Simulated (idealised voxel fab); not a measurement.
Process module heading - voxel transistor to metal
For reference, the cross-section in this document is cut, with width 255 nm and square cells of 5 nm.
A cross-section is written here as square cells arranged in a grid, and it is given in bands from the top down, each band taking up one or more rows of cells.
A band entry consists of two parts. The first gives the height of the band's top and the height of its bottom, in nm. The rest lists the band's materials from left to right, each with its width in nm. A single material labelled with the word "edge to edge" fills the band from edge to edge, and the word "empty" marks empty space.
For the purposes of this specification, 0 denotes the height below which the wafer in its as-received condition is composed wholly of one material, and the lowermost band, lacking a lower limit, extends downward without end, as expressed in "0..down".
Note: "30 to 40" means the width goes from the first number (top row of the band) to the second number (bottom row) in equal steps per row of cells.
A step reported as "same as before" is a step in which no cell of the cross-section changed.
Basically, "Closed void listing" tells you about the enclosed voids: empty spaces with no open way to the top, 8 cells or bigger, each written width x height at distance, where distance is from the left edge, all in nm.
What comes after the settings on a step's line is commentary from the simulator itself on that step.
"overlay nm", when on a step's line for a step with a mask, measures how far to the right of its planned place the mask lay; a negative measure means to the left.

THE STEPS PLANNED FOR THE PROCESS ARE AS FOLLOWS
- 1: RECEIVE [material Si]
- 2: CONFORMAL_DEP [material SiO2] [thk nm 5]
- 3: CONFORMAL_DEP [material SiN] [thk nm 15]
- 4: MASKED_ETCH [tone cover] [mask id ACTIVE] [width nm 90] [pitch nm 110] [etch materials SiN] [depth nm 15] [overlay nm 0]
- 5: MASKED_ETCH [tone cover] [mask id ACTIVE] [width nm 90] [pitch nm 110] [etch materials SiO2] [depth nm 5] [overlay nm 0]
- 6: MASKED_ETCH [tone cover] [mask id ACTIVE] [width nm 90] [pitch nm 110] [etch materials Si] [depth nm 25] [overlay nm 0]
- 7: OXIDIZE [depth nm 5]
- 8: FILL_DEP [material SiO2] [thk nm 10]
- 9: CMP [height nm 20]
- 10: SELECTIVE_ETCH [etch materials SiO2] [depth nm 10]
- 11: STRIP [etch materials SiN]
- 12: SELECTIVE_ETCH [etch materials SiO2] [depth nm 5]
- 13: OXIDIZE [depth nm 5]
- 14: DIRECTIONAL_DEP [material polySi] [thk nm 25]
- 15: DIRECTIONAL_DEP [material SiCN] [thk nm 15]
- 16: PATTERN [tone cover] [mask id GATE] [material resist] [width nm 20] [pitch nm 110] [thk nm 20] [overlay nm 0]
- 17: DIRECTIONAL_ETCH [etch materials SiCN] [depth nm 25]
- 18: DIRECTIONAL_ETCH [etch materials polySi] [depth nm 35]
- 19: STRIP [etch materials resist]
- 20: CONFORMAL_DEP [material SiN] [thk nm 10]
- 21: DIRECTIONAL_ETCH [etch materials SiN] [depth nm 10]
- 22: DIRECTIONAL_ETCH [etch materials SiO2] [depth nm 5]
- 23: DIRECTIONAL_ETCH [etch materials Si] [depth nm 10]
- 24: EPI [material nSi] [thk nm 15]
- 25: FILL_DEP [material SiO2] [thk nm 5]
- 26: CMP [height nm 40]
- 27: DIRECTIONAL_DEP [material SiO2] [thk nm 10]
- 28: PATTERN [tone open] [mask id CONTACT] [material resist] [width nm 25] [pitch nm 55] [thk nm 15] [overlay nm 0]
- 29: DIRECTIONAL_ETCH [etch materials SiO2] [depth nm 50]
- 30: STRIP [etch materials resist]
- 31: CONFORMAL_DEP [material TiN] [thk nm 5]
- 32: FILL_DEP [material Ru] [thk nm 5]
- 33: CMP [height nm 50]
- 34: DIRECTIONAL_DEP [material TiN] [thk nm 5]
- 35: DIRECTIONAL_DEP [material Ru] [thk nm 15]
- 36: MASKED_ETCH [tone cover] [mask id METAL_1] [width nm 15] [etch materials Ru] [depth nm 15] [overlay nm 0]
- 37: MASKED_ETCH [tone cover] [mask id METAL_1] [width nm 15] [etch materials TiN] [depth nm 5] [overlay nm 0]
- 38: CONFORMAL_DEP [material SiN] [thk nm 5]
- 39: FILL_DEP [material SiO2] [thk nm 10]
- 40: CMP [height nm 70]
- 41: CONFORMAL_DEP [material SiCN] [thk nm 5]
- 42: DIRECTIONAL_DEP [material SiO2] [thk nm 30]
- 43: MASKED_ETCH [tone open] [mask id METAL_2] [width nm 15] [pitch nm 110] [etch materials SiO2] [depth nm 15] [overlay nm 0]
- 44: DIRECTIONAL_DEP [material aC] [thk nm 10]
- 45: PATTERN [tone open] [mask id METAL_2_HOLES] [material resist] [width nm 15] [pitch nm 110] [thk nm 30] [overlay nm 0]
- 46: DIRECTIONAL_ETCH [etch materials aC] [depth nm 10]
- 47: STRIP [etch materials resist]
- 48: DIRECTIONAL_ETCH [etch materials SiO2] [depth nm 15]
- 49: DIRECTIONAL_ETCH [etch materials SiCN] [depth nm 5]
- 50: STRIP [etch materials aC]
- 51: CONFORMAL_DEP [material TiN] [thk nm 5]
- 52: FILL_DEP [material Ru] [thk nm 5]
- 53: CMP [height nm 105]
- 54: CONFORMAL_DEP [material SiN] [thk nm 5]

AS-RECEIVED WAFER CROSS-SECTION (AFTER STEP 1)
* 0..down  Si edge to edge
* Closed void listing: none

RUN AS PLANNED - FIRST OF THE TWO WAFERS CROSS-SECTIONED AT THE END OF THE MODULE
* 110..105  SiN edge to edge
* 105..75  SiO2 (30) | TiN (5) | Ru (5) | TiN (5) | SiO2 (95) | TiN (5) | Ru (5) | TiN (5) | SiO2 (100)
* 75..70  SiCN (30) | TiN (15) | SiCN (95) | TiN (15) | SiCN (100)
* 70..55  SiO2 (25) | SiN (5) | Ru (15) | SiN (5) | SiO2 (40) | SiN (5) | Ru (15) | SiN (5) | SiO2 (20) | SiN (5) | Ru (15) | SiN (5) | SiO2 (40) | SiN (5) | Ru (15) | SiN (5) | SiO2 (30)
* 55..50  SiN (30) | TiN (15) | SiN (50) | TiN (15) | SiN (30) | TiN (15) | SiN (50) | TiN (15) | SiN (35)
* 50..40  SiO2 (30) | TiN (5) | Ru (15 to 10) | TiN (5 to 10) | SiO2 (30) | TiN (5 to 10) | Ru (15 to 10) | TiN (5) | SiO2 (30) | TiN (5) | Ru (15 to 10) | TiN (5 to 10) | SiO2 (30) | TiN (5 to 10) | Ru (15 to 10) | TiN (5) | SiO2 (35)
* 40..25  SiO2 (30) | TiN (5) | Ru (10) | TiN (5) | SiN (10) | SiCN (20) | SiN (10) | TiN (5) | Ru (10) | TiN (5) | SiO2 (30) | TiN (5) | Ru (10) | TiN (5) | SiN (10) | SiCN (20) | SiN (10) | TiN (5) | Ru (10) | TiN (5) | SiO2 (35)
* 25..15  SiO2 (30) | TiN (5) | Ru (10) | TiN (5) | SiN (10) | polySi (20) | SiN (10) | TiN (5) | Ru (10) | TiN (5) | SiO2 (30) | TiN (5) | Ru (10) | TiN (5) | SiN (10) | polySi (20) | SiN (10) | TiN (5) | Ru (10) | TiN (5) | SiO2 (35)
* 15..10  SiO2 (30) | TiN (20) | SiN (10) | polySi (20) | SiN (10) | TiN (20) | SiO2 (30) | TiN (20) | SiN (10) | polySi (20) | SiN (10) | TiN (20) | SiO2 (35)
* 10..5  SiO2 (30) | TiN (5) | nSi (15) | SiN (10) | polySi (20) | SiN (10) | nSi (15) | TiN (5) | SiO2 (30) | TiN (5) | nSi (15) | SiN (10) | polySi (20) | SiN (10) | nSi (15) | TiN (5) | SiO2 (35)
* 5..0  SiO2 (20) | SiN (10) | TiN (5) | nSi (15) | SiN (10) | polySi (20) | SiN (10) | nSi (15) | TiN (5) | SiN (10) | SiO2 (10) | SiN (10) | TiN (5) | nSi (15) | SiN (10) | polySi (20) | SiN (10) | nSi (15) | TiN (5) | SiN (10) | SiO2 (25)
* 0..-5  SiO2 (30) | nSi (20) | SiO2 (40) | nSi (20) | SiO2 (30) | nSi (20) | SiO2 (40) | nSi (20) | SiO2 (35)
* -5..-15  SiO2 (30) | nSi (20) | Si (40) | nSi (20) | SiO2 (30) | nSi (20) | Si (40) | nSi (20) | SiO2 (35)
* -15..-30  SiO2 (30) | Si (80) | SiO2 (30) | Si (80) | SiO2 (35)
* -30..down  Si edge to edge
* Closed void listing: none

CROSS-SECTION OF THE LATTER OF THE TWO WAFERS AT MODULE COMPLETION. IT HAD AN IDENTICAL START AND AN IDENTICAL PLAN TO THE FORMER; IN RUNNING IT, ONE MISTAKE WAS MADE
* 110..105  SiN edge to edge
* 105..75  SiO2 (30) | TiN (5) | Ru (5) | TiN (5) | SiO2 (95) | TiN (5) | Ru (5) | TiN (5) | SiO2 (100)
* 75..70  SiCN (30) | TiN (15) | SiCN (95) | TiN (15) | SiCN (100)
* 70..55  SiO2 (25) | SiN (5) | Ru (15) | SiN (5) | SiO2 (40) | SiN (5) | Ru (15) | SiN (5) | SiO2 (20) | SiN (5) | Ru (15) | SiN (5) | SiO2 (40) | SiN (5) | Ru (15) | SiN (5) | SiO2 (30)
* 55..50  SiN (30) | TiN (15) | SiN (50) | TiN (15) | SiN (30) | TiN (15) | SiN (50) | TiN (15) | SiN (35)
* 50..45  Ru (25) | TiN (5) | SiO2 (25) | TiN (5) | Ru (20) | TiN (5) | SiO2 (25) | TiN (5) | Ru (20) | TiN (5) | SiO2 (25) | TiN (5) | Ru (20) | TiN (5) | SiO2 (25) | TiN (5) | Ru (30)
* 45..40  Ru (25) | TiN (5) | SiO2 (25) | TiN (30) | SiO2 (25) | TiN (5) | Ru (20) | TiN (5) | SiO2 (25) | TiN (30) | SiO2 (25) | TiN (5) | Ru (30)
* 40..25  Ru (25) | TiN (5) | SiO2 (20) | SiN (10) | SiCN (20) | SiN (10) | SiO2 (20) | TiN (5) | Ru (20) | TiN (5) | SiO2 (20) | SiN (10) | SiCN (20) | SiN (10) | SiO2 (20) | TiN (5) | Ru (30)
* 25..10  Ru (25) | TiN (5) | SiO2 (20) | SiN (10) | polySi (20) | SiN (10) | SiO2 (20) | TiN (5) | Ru (20) | TiN (5) | SiO2 (20) | SiN (10) | polySi (20) | SiN (10) | SiO2 (20) | TiN (5) | Ru (30)
* 10..5  Ru (15) | TiN (15) | SiO2 (5) | nSi (15) | SiN (10) | polySi (20) | SiN (10) | nSi (15) | SiO2 (5) | TiN (30) | SiO2 (5) | nSi (15) | SiN (10) | polySi (20) | SiN (10) | nSi (15) | SiO2 (5) | TiN (15) | Ru (20)
* 5..0  TiN (20) | SiN (10) | SiO2 (5) | nSi (15) | SiN (10) | polySi (20) | SiN (10) | nSi (15) | SiO2 (5) | SiN (10) | TiN (10) | SiN (10) | SiO2 (5) | nSi (15) | SiN (10) | polySi (20) | SiN (10) | nSi (15) | SiO2 (5) | SiN (10) | TiN (25)
* 0..-5  SiO2 (30) | nSi (20) | SiO2 (40) | nSi (20) | SiO2 (30) | nSi (20) | SiO2 (40) | nSi (20) | SiO2 (35)
* -5..-15  SiO2 (30) | nSi (20) | Si (40) | nSi (20) | SiO2 (30) | nSi (20) | Si (40) | nSi (20) | SiO2 (35)
* -15..-30  SiO2 (30) | Si (80) | SiO2 (30) | Si (80) | SiO2 (35)
* -30..down  Si edge to edge
* Closed void listing: none
Short version of what went wrong: step 28, actual vs plan mismatch, actual run PATTERN [tone cover] [mask id CONTACT] [material resist] [width nm 25] [pitch nm 55] [thk nm 15] [overlay nm 0]
Wrapping up, a cell-based count of both wafers puts the second over or under the first for these materials: +75 Ru | -62 SiO2 | -13 TiN
